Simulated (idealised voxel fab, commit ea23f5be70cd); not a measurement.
process module | voxel capacitor over wiring
cross-section cut | 155 nm wide | cells 5 nm
A cross-section is a grid of square cells, given in bands from the top down. A band is one or more rows of cells.
Each band's line starts with the height of the band's top and of its bottom, in nm. Then come its materials from left to right, each with its width in nm. One material with "throughout" fills the band from edge to edge. "air" is empty space.
Height 0 is the level under which the wafer as received is all one material. The lowest band goes on downwards, as in "0 down".
A width such as "30 to 40" changes by the same amount from each row of cells to the next, from the band's top row to its bottom row.
"no change" after a step means that no cell of the cross-section changed.
closed voids: empty space of 8 cells or more with no open way to the top, each as width x height at its distance from the left edge, in nm
after a step's settings: what the simulator itself notes on the step
overlay nm, on a step with a mask: how far to the right of its planned place the mask lay; to the left if negative
plan
1 op RECEIVE | material Si
2 op CONFORMAL_DEP | material SiO2 | thk nm 15
3 op DIRECTIONAL_DEP | material TiN | thk nm 5
4 op DIRECTIONAL_DEP | material Ru | thk nm 15
5 op MASKED_ETCH | tone cover | mask id METAL_1 | width nm 25 | pitch nm 85 | etch materials Ru | depth nm 15 | overlay nm 0
6 op MASKED_ETCH | tone cover | mask id METAL_1 | width nm 25 | pitch nm 85 | etch materials TiN | depth nm 5 | overlay nm 0
7 op CONFORMAL_DEP | material SiN | thk nm 5
8 op FILL_DEP | material SiO2 | thk nm 5
9 op CMP | height nm 35
10 op CONFORMAL_DEP | material SiCN | thk nm 5
11 op DIRECTIONAL_DEP | material lowk | thk nm 20
12 op MASKED_ETCH | tone open | mask id PLUG_1 | width nm 15 | etch materials lowk | depth nm 20 | overlay nm 0
13 op MASKED_ETCH | tone open | mask id PLUG_1 | width nm 15 | etch materials SiCN | depth nm 5 | overlay nm 0
14 op EPI | material Ru | thk nm 10
15 op EPI | material Ru | thk nm 10
16 op EPI | material Ru | thk nm 5
17 op DIRECTIONAL_DEP | material TiN | thk nm 5
18 op DIRECTIONAL_DEP | material SiN | thk nm 5
19 op DIRECTIONAL_DEP | material TiN | thk nm 5
20 op MASKED_ETCH | tone cover | mask id UPPER_PLATE | width nm 65 | etch materials TiN | depth nm 5 | overlay nm 0
21 op MASKED_ETCH | tone cover | mask id UPPER_PLATE | width nm 65 | etch materials SiN | depth nm 5 | overlay nm 0
22 op PATTERN | tone cover | mask id LOWER_PLATE | material resist | width nm 65 | thk nm 20 | overlay nm 0
23 op DIRECTIONAL_ETCH | etch materials TiN | depth nm 5
24 op STRIP | etch materials resist
25 op FILL_DEP | material SiO2 | thk nm 20
26 op CMP | height nm 90
27 op PATTERN | tone open | mask id PLUG_2 | material resist | width nm 15 | thk nm 20 | overlay nm 0
28 op DIRECTIONAL_ETCH | etch materials SiO2 | depth nm 15
29 op STRIP | etch materials resist
30 op CONFORMAL_DEP | material TiN | thk nm 5
31 op FILL_DEP | material W | thk nm 10
32 op CMP | height nm 90
33 op CONFORMAL_DEP | material SiN | thk nm 5
varied across the wafers: width nm of step 22. The plan shows the first wafer's value. All wafers start alike
first wafer as received, after step 1
  0 down: Si throughout
  closed voids: none
each wafer at the end: cells of each material gained (+) or lost (-) since it was received, then its closed voids
width nm 65 | +45 Ru | +28 SiCN | +77 SiN | +282 SiO2 | +43 TiN | +2 W | +112 lowk | closed voids: none
width nm 70 | +45 Ru | +28 SiCN | +77 SiN | +281 SiO2 | +44 TiN | +2 W | +112 lowk | closed voids: none
width nm 75 | +45 Ru | +28 SiCN | +77 SiN | +280 SiO2 | +45 TiN | +2 W | +112 lowk | closed voids: none
width nm 80 | +45 Ru | +28 SiCN | +77 SiN | +279 SiO2 | +46 TiN | +2 W | +112 lowk | closed voids: none
width nm 85 | +45 Ru | +28 SiCN | +77 SiN | +278 SiO2 | +47 TiN | +2 W | +112 lowk | closed voids: none
width nm 90 | +45 Ru | +28 SiCN | +77 SiN | +277 SiO2 | +48 TiN | +2 W | +112 lowk | closed voids: none
